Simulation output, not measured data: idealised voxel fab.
process module | voxel wiring stack
cross-section cut | 280 nm wide | cells 5 nm
A cross-section is a grid of square cells, given in bands from the top down. A band is one or more rows of cells.
Each band's line starts with the height of the band's top and of its bottom, in nm. Then come its materials from left to right, each with its width in nm. One material with "throughout" fills the band from edge to edge. "air" is empty space.
Height 0 is the level under which the wafer as received is all one material. The lowest band goes on downwards, as in "0 down".
A width such as "30 to 40" changes by the same amount from each row of cells to the next, from the band's top row to its bottom row.
"no change" after a step means that no cell of the cross-section changed.
closed voids: empty space of 8 cells or more with no open way to the top, each as width x height at its distance from the left edge, in nm
after a step's settings: what the simulator itself notes on the step
overlay nm, on a step with a mask: how far to the right of its planned place the mask lay; to the left if negative
plan
1 op RECEIVE | material Si
2 op CONFORMAL_DEP | material SiO2 | thk nm 10
3 op CONFORMAL_DEP | material SiN | thk nm 5
4 op DIRECTIONAL_DEP | material lowk | thk nm 15
5 op DIRECTIONAL_DEP | material aC | thk nm 10
6 op PATTERN | tone open | mask id METAL_1 | material resist | width nm 25 | pitch nm 40 | thk nm 30 | overlay nm 0
7 op DIRECTIONAL_ETCH | etch materials aC | depth nm 10
8 op STRIP | etch materials resist
9 op DIRECTIONAL_ETCH | etch materials lowk | depth nm 15
10 op DIRECTIONAL_ETCH | etch materials SiN | depth nm 5
11 op STRIP | etch materials aC
12 op CONFORMAL_DEP | material TiN | thk nm 5
13 op FILL_DEP | material Cu | thk nm 5
14 op CMP | height nm 30
15 op CONFORMAL_DEP | material SiCN | thk nm 5
16 op DIRECTIONAL_DEP | material lowk | thk nm 20
17 op DIRECTIONAL_DEP | material aC | thk nm 15
18 op PATTERN | tone open | mask id PLUG_1 | material resist | width nm 15 | pitch nm 40 | thk nm 35 | overlay nm 0
19 op DIRECTIONAL_ETCH | etch materials aC | depth nm 15
20 op STRIP | etch materials resist
21 op DIRECTIONAL_ETCH | etch materials lowk | depth nm 20
22 op DIRECTIONAL_ETCH | etch materials SiCN | depth nm 5
23 op STRIP | etch materials aC
24 op CONFORMAL_DEP | material TiN | thk nm 5
25 op FILL_DEP | material Ru | thk nm 5
26 op CMP | height nm 55
27 op CONFORMAL_DEP | material SiCN | thk nm 5
28 op DIRECTIONAL_DEP | material lowk | thk nm 25
29 op MASKED_ETCH | tone open | mask id METAL_2 | width nm 25 | pitch nm 40 | etch materials lowk | depth nm 25 | overlay nm 0
30 op MASKED_ETCH | tone open | mask id METAL_2 | width nm 25 | pitch nm 40 | etch materials SiCN | depth nm 5 | overlay nm 0
31 op CONFORMAL_DEP | material TiN | thk nm 5
32 op FILL_DEP | material Cu | thk nm 5
33 op CMP | height nm 85
34 op CONFORMAL_DEP | material SiN | thk nm 5
as received, after step 1
  0 down: Si throughout
  closed voids: none
a wafer at the end: this start, this plan, one mistake
  90 to 85: SiN throughout
  85 to 60: lowk 105 | TiN 5 | Cu 15 | TiN 5 | lowk 15 | TiN 5 | Cu 15 | TiN 5 | lowk 110
  60 to 55: SiCN 105 | TiN 25 | SiCN 15 | TiN 25 | SiCN 110
  55 to 35: lowk 105 | TiN 5 | Ru 5 | TiN 5 | lowk 25 | TiN 5 | Ru 5 | TiN 5 | lowk 120
  35 to 30: SiCN 105 | TiN 15 | SiCN 25 | TiN 15 | SiCN 120
  30 to 25: SiN 105 | TiN 25 | SiN 15 | TiN 25 | SiN 110
  25 to 10: SiN throughout
  10 to 0: SiO2 throughout
  0 down: Si throughout
  closed voids: none
what went wrong: step 4 ran as: op DIRECTIONAL_DEP | material SiN | thk nm 15
